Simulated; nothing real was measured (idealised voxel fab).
Process module under the name voxel gate over fins
Cross-section cut spans 290 nm and uses square cells 5 nm in size.
A cross-section is a grid of square cells, given in bands from the top down. A band is one or more rows of cells. This entry defines a band. It first specifies the height of the band's top and the height of its bottom in nm, and then specifies the band's materials from left to right, stating each material with its width in nm. The word "throughout" identifies a single material that fills the band from edge to edge, while the word "empty" identifies empty space. It should be noted that heights are counted from 0, beneath which the wafer as supplied is of one material throughout, and that the lowest band possesses no lower boundary but continues downward, as written in "z 0 and below". A width such as "30 to 40" changes by the same amount from each row of cells to the next, from the band's top row to its bottom row. "no modifications" means the step left every cell of the cross-section as it was. Entry "Enclosed voids". Content: empty spaces with no open connection to the top, size 8 cells or greater. Each: width x height at distance. Distance: from left edge. Unit: nm. Formally, on a step line, whatever follows the settings is a remark that the simulator itself makes on the step. The optional step-line setting "overlay nm" applies to steps with a mask and quantifies how far to the right of its planned location the mask lay, a negative value indicating leftward placement.

This section lists the process steps that were planned:
1 RECEIVE with material Si
2 CONFORMAL_DEP with material SiN, thk nm 5
3 PATTERN with tone cover, mask id FINS, material resist, width nm 15, pitch nm 45, thk nm 15, overlay nm 0
4 DIRECTIONAL_ETCH with etch materials SiN, depth nm 5
5 DIRECTIONAL_ETCH with etch materials Si, depth nm 30
6 STRIP with etch materials resist
7 OXIDIZE with depth nm 5
8 FILL_DEP with material SiO2, thk nm 5
9 CMP with height nm 5
10 SELECTIVE_ETCH with etch materials SiO2, depth nm 15
11 STRIP with etch materials SiN
12 CONFORMAL_DEP with material HfO2, thk nm 5
13 CONFORMAL_DEP with material TiN, thk nm 5
14 FILL_DEP with material W, thk nm 15
15 CMP with height nm 20
16 CONFORMAL_DEP with material SiCN, thk nm 10

Below: the first of two wafers, run as planned:

Cross-sectional view of the wafer in its as-received condition, corresponding to the state after step 1:
  z 0 and below = Si throughout
  Enclosed voids: none

Cross-section: wafer state after step 2:
  z 5 to 0 = SiN throughout
  Everything below 0 is unchanged.

Cross-section: wafer state after step 3:
  z 20 to 5 = 90 empty | 15 resist | 30 empty | 15 resist | 30 empty | 15 resist | 95 empty
  Everything below 5 is unchanged.

Cross-section: wafer state after step 4:
  z 20 to 5 = 90 empty | 15 resist | 30 empty | 15 resist | 30 empty | 15 resist | 95 empty
  z 5 to 0 = 90 empty | 15 SiN | 30 empty | 15 SiN | 30 empty | 15 SiN | 95 empty
  Everything below 0 is unchanged.

Cross-section: wafer state after step 5:
  z 20 to 5 = 90 empty | 15 resist | 30 empty | 15 resist | 30 empty | 15 resist | 95 empty
  z 5 to 0 = 90 empty | 15 SiN | 30 empty | 15 SiN | 30 empty | 15 SiN | 95 empty
  z 0 to -30 = 90 empty | 15 Si | 30 empty | 15 Si | 30 empty | 15 Si | 95 empty
  Everything below -30 is unchanged.

Cross-section: wafer state after step 6:
  z 5 to 0 = 90 empty | 15 SiN | 30 empty | 15 SiN | 30 empty | 15 SiN | 95 empty
  Everything below 0 is unchanged.

Cross-section: wafer state after step 7:
  z 5 to 0 = 90 empty | 15 SiN | 30 empty | 15 SiN | 30 empty | 15 SiN | 95 empty
  z 0 to -30 = 90 empty | 5 SiO2 | 5 Si | 5 SiO2 | 30 empty | 5 SiO2 | 5 Si | 5 SiO2 | 30 empty | 5 SiO2 | 5 Si | 5 SiO2 | 95 empty
  z -30 to -35 = 95 SiO2 | 5 Si | 40 SiO2 | 5 Si | 40 SiO2 | 5 Si | 100 SiO2
  Everything below -35 is unchanged.

Cross-section: wafer state after step 8:
  z 10 to 5 = SiO2 throughout
  z 5 to 0 = 90 SiO2 | 15 SiN | 30 SiO2 | 15 SiN | 30 SiO2 | 15 SiN | 95 SiO2
  z 0 to -35 = 95 SiO2 | 5 Si | 40 SiO2 | 5 Si | 40 SiO2 | 5 Si | 100 SiO2
  Everything below -35 is unchanged.

Cross-section: wafer state after step 9:
  z 5 to 0 = 90 SiO2 | 15 SiN | 30 SiO2 | 15 SiN | 30 SiO2 | 15 SiN | 95 SiO2
  Everything below 0 is unchanged.

Cross-section: wafer state after step 10:
  z 5 to 0 = 90 empty | 15 SiN | 30 empty | 15 SiN | 30 empty | 15 SiN | 95 empty
  z 0 to -10 = 95 empty | 5 Si | 40 empty | 5 Si | 40 empty | 5 Si | 100 empty
  Everything below -10 is unchanged.

Cross-section: wafer state after step 11:
  z 0 to -10 = 95 empty | 5 Si | 40 empty | 5 Si | 40 empty | 5 Si | 100 empty
  Everything below -10 is unchanged.

Cross-section: wafer state after step 12:
  z 5 to 0 = 90 empty | 15 HfO2 | 30 empty | 15 HfO2 | 30 empty | 15 HfO2 | 95 empty
  z 0 to -5 = 90 empty | 5 HfO2 | 5 Si | 5 HfO2 | 30 empty | 5 HfO2 | 5 Si | 5 HfO2 | 30 empty | 5 HfO2 | 5 Si | 5 HfO2 | 95 empty
  z -5 to -10 = 95 HfO2 | 5 Si | 40 HfO2 | 5 Si | 40 HfO2 | 5 Si | 100 HfO2
  Everything below -10 is unchanged.

Cross-section: wafer state after step 13:
  z 10 to 5 = 85 empty | 25 TiN | 20 empty | 25 TiN | 20 empty | 25 TiN | 90 empty
  z 5 to 0 = 85 empty | 5 TiN | 15 HfO2 | 5 TiN | 20 empty | 5 TiN | 15 HfO2 | 5 TiN | 20 empty | 5 TiN | 15 HfO2 | 5 TiN | 90 empty
  z 0 to -5 = 90 TiN | 5 HfO2 | 5 Si | 5 HfO2 | 30 TiN | 5 HfO2 | 5 Si | 5 HfO2 | 30 TiN | 5 HfO2 | 5 Si | 5 HfO2 | 95 TiN
  Everything below -5 is unchanged.

Cross-section: wafer state after step 14:
  z 25 to 10 = W throughout
  z 10 to 5 = 85 W | 25 TiN | 20 W | 25 TiN | 20 W | 25 TiN | 90 W
  z 5 to 0 = 85 W | 5 TiN | 15 HfO2 | 5 TiN | 20 W | 5 TiN | 15 HfO2 | 5 TiN | 20 W | 5 TiN | 15 HfO2 | 5 TiN | 90 W
  Everything below 0 is unchanged.

Cross-section: wafer state after step 15:
  z 20 to 10 = W throughout
  Everything below 10 is unchanged.

Cross-section: wafer state after step 16:
  z 30 to 20 = SiCN throughout
  Everything below 20 is unchanged.

Okay, second wafer. Nothing different at the start, nothing different in the plan, just one mistake somewhere in the running. As far as step 2, counting that step, it's the first wafer all over again:

Second wafer at the planned finish of step 3, seen in cross-section:
  z 20 to 5 = 90 resist | 15 empty | 30 resist | 15 empty | 30 resist | 15 empty | 95 resist
  Everything below 5 is unchanged.

Second wafer at the planned finish of step 4, seen in cross-section:
  z 20 to 5 = 90 resist | 15 empty | 30 resist | 15 empty | 30 resist | 15 empty | 95 resist
  z 5 to 0 = 90 SiN | 15 empty | 30 SiN | 15 empty | 30 SiN | 15 empty | 95 SiN
  Everything below 0 is unchanged.

Second wafer at the planned finish of step 5, seen in cross-section:
  z 20 to 5 = 90 resist | 15 empty | 30 resist | 15 empty | 30 resist | 15 empty | 95 resist
  z 5 to 0 = 90 SiN | 15 empty | 30 SiN | 15 empty | 30 SiN | 15 empty | 95 SiN
  z 0 to -30 = 90 Si | 15 empty | 30 Si | 15 empty | 30 Si | 15 empty | 95 Si
  Everything below -30 is unchanged.

Second wafer at the planned finish of step 6, seen in cross-section:
  z 5 to 0 = 90 SiN | 15 empty | 30 SiN | 15 empty | 30 SiN | 15 empty | 95 SiN
  Everything below 0 is unchanged.

Second wafer at the planned finish of step 7, seen in cross-section:
  z 5 to 0 = 90 SiN | 15 empty | 30 SiN | 15 empty | 30 SiN | 15 empty | 95 SiN
  z 0 to -30 = 85 Si | 5 SiO2 | 15 empty | 5 SiO2 | 20 Si | 5 SiO2 | 15 empty | 5 SiO2 | 20 Si | 5 SiO2 | 15 empty | 5 SiO2 | 90 Si
  z -30 to -35 = 85 Si | 25 SiO2 | 20 Si | 25 SiO2 | 20 Si | 25 SiO2 | 90 Si
  Everything below -35 is unchanged.

Second wafer at the planned finish of step 8, seen in cross-section:
  z 10 to 5 = SiO2 throughout
  z 5 to 0 = 90 SiN | 15 SiO2 | 30 SiN | 15 SiO2 | 30 SiN | 15 SiO2 | 95 SiN
  z 0 to -35 = 85 Si | 25 SiO2 | 20 Si | 25 SiO2 | 20 Si | 25 SiO2 | 90 Si
  Everything below -35 is unchanged.

Second wafer at the planned finish of step 9, seen in cross-section:
  z 5 to 0 = 90 SiN | 15 SiO2 | 30 SiN | 15 SiO2 | 30 SiN | 15 SiO2 | 95 SiN
  Everything below 0 is unchanged.

Second wafer at the planned finish of step 10, seen in cross-section:
  z 5 to 0 = 90 SiN | 15 empty | 30 SiN | 15 empty | 30 SiN | 15 empty | 95 SiN
  z 0 to -10 = 85 Si | 25 empty | 20 Si | 25 empty | 20 Si | 25 empty | 90 Si
  Everything below -10 is unchanged.

Second wafer at the planned finish of step 11, seen in cross-section:
  z 0 to -10 = 85 Si | 25 empty | 20 Si | 25 empty | 20 Si | 25 empty | 90 Si
  Everything below -10 is unchanged.

Second wafer at the planned finish of step 12, seen in cross-section:
  z 5 to 0 = 90 HfO2 | 15 empty | 30 HfO2 | 15 empty | 30 HfO2 | 15 empty | 95 HfO2
  z 0 to -5 = 85 Si | 5 HfO2 | 15 empty | 5 HfO2 | 20 Si | 5 HfO2 | 15 empty | 5 HfO2 | 20 Si | 5 HfO2 | 15 empty | 5 HfO2 | 90 Si
  z -5 to -10 = 85 Si | 25 HfO2 | 20 Si | 25 HfO2 | 20 Si | 25 HfO2 | 90 Si
  Everything below -10 is unchanged.

Second wafer at the planned finish of step 13, seen in cross-section:
  z 10 to 5 = 95 TiN | 5 empty | 40 TiN | 5 empty | 40 TiN | 5 empty | 100 TiN
  z 5 to 0 = 90 HfO2 | 5 TiN | 5 empty | 5 TiN | 30 HfO2 | 5 TiN | 5 empty | 5 TiN | 30 HfO2 | 5 TiN | 5 empty | 5 TiN | 95 HfO2
  z 0 to -5 = 85 Si | 5 HfO2 | 15 TiN | 5 HfO2 | 20 Si | 5 HfO2 | 15 TiN | 5 HfO2 | 20 Si | 5 HfO2 | 15 TiN | 5 HfO2 | 90 Si
  Everything below -5 is unchanged.

Second wafer at the planned finish of step 14, seen in cross-section:
  z 25 to 10 = W throughout
  z 10 to 5 = 95 TiN | 5 W | 40 TiN | 5 W | 40 TiN | 5 W | 100 TiN
  z 5 to 0 = 90 HfO2 | 5 TiN | 5 W | 5 TiN | 30 HfO2 | 5 TiN | 5 W | 5 TiN | 30 HfO2 | 5 TiN | 5 W | 5 TiN | 95 HfO2
  Everything below 0 is unchanged.

Second wafer at the planned finish of step 15, seen in cross-section:
  z 20 to 10 = W throughout
  Everything below 10 is unchanged.

Second wafer at the planned finish of step 16, seen in cross-section:
  z 30 to 20 = SiCN throughout
  Everything below 20 is unchanged.
What was done differently from what was planned? step 3 ran differently from the plan; actual operation with settings: PATTERN with tone open, mask id FINS, material resist, width nm 15, pitch nm 45, thk nm 15, overlay nm 0
Upon completion, the second wafer contains, in terms of cells, a greater or smaller amount of certain materials than the first wafer: Si: 280 more | SiO2: 200 fewer | W: 80 fewer
